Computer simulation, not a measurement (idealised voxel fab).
The following is a process module called voxel ribs on slabs.
In the cross-section labelled cut, the width is 230 nm and each square cell is 5 nm.
This document writes a cross-section as a grid whose cells are square, and gives it as bands, listed from the top down; one or more rows of cells form a band.
Top height, bottom height, nm. Materials left to right, width each, nm. Single material + "throughout" = fills band edge to edge. "blank" = empty.
The reference from which all heights are counted is 0, the level beneath which the as-received wafer is entirely one material; the lowest band, having no lower bound, proceeds downward and is written after the example "0 nm and below".
Top row gets the first number, bottom row gets the second, and each row in between changes by the same step: that is how a band width like "30->40" works.
Given "nothing got changed" for a step, no cell of the cross-section differs between before and after that step.
You'll see "Cavities, sealed" listing empty spaces that have no way open to the top, as long as they're 8 cells or more; the notation is width x height at distance, where the distance is from the left edge, and all of it is in nm.
Whatever follows a step's settings on its line is a remark the simulator itself makes about that step.
The setting "overlay nm" may be written on the line of a step. When the step uses a mask, the value reports how far to the right of the planned place the mask lay, and a negative value reports that it lay to the left.
PROCESS STEPS - PLAN
| 1 | RECEIVE, material Si |
| 2 | DIRECTIONAL_DEP, material SiO2, thk nm 20 |
| 3 | DIRECTIONAL_DEP, material polySi, thk nm 20 |
| 4 | DIRECTIONAL_DEP, material aC, thk nm 10 |
| 5 | PATTERN, tone cover, mask id RIB, material resist, width nm 25, thk nm 30, overlay nm 0 |
| 6 | DIRECTIONAL_ETCH, etch materials aC, depth nm 10 |
| 7 | STRIP, etch materials resist |
| 8 | DIRECTIONAL_ETCH, etch materials polySi, depth nm 5 |
| 9 | STRIP, etch materials aC |
| 10 | MASKED_ETCH, tone cover, mask id SLAB, width nm 65, etch materials polySi, depth nm 15, overlay nm 0 |
| 11 | FILL_DEP, material SiO2, thk nm 20 |
| 12 | CMP, height nm 55 |
| 13 | DIRECTIONAL_DEP, material W, thk nm 5 |
| 14 | PATTERN, tone cover, mask id HEATER, material resist, width nm 35, thk nm 20, overlay nm 0 |
| 15 | DIRECTIONAL_ETCH, etch materials W, depth nm 5 |
| 16 | STRIP, etch materials resist |
| 17 | CONFORMAL_DEP, material SiO2, thk nm 5 |
CROSS-SECTION OF THE WAFER UPON ARRIVAL, REPRESENTING THE STATE REACHED AFTER STEP 1
0 nm and below | Si throughout
Cavities, sealed: none
THE FOLLOWING CROSS-SECTION DEPICTS THE WAFER UPON CONCLUSION OF THE MODULE. PROCESSING COMMENCED FROM THE STARTING CONDITION ILLUSTRATED ABOVE AND ADHERED TO THE PLAN ILLUSTRATED ABOVE, SAVE FOR ONE MISTAKE IN EXECUTION
65 nm to 60 nm | 100 of SiO2, then 25 of blank, then 105 of SiO2
60 nm to 55 nm | 95 of W, then 35 of SiO2, then 100 of W
55 nm to 40 nm | SiO2 throughout
40 nm to 35 nm | 100 of SiO2, then 25 of polySi, then 105 of SiO2
35 nm to 20 nm | 80 of SiO2, then 65 of polySi, then 85 of SiO2
20 nm to 0 nm | SiO2 throughout
0 nm and below | Si throughout
Cavities, sealed: none
Deviation noted in wafer processing: step 14 ran as: PATTERN, tone open, mask id HEATER, material resist, width nm 35, thk nm 20, overlay nm 0
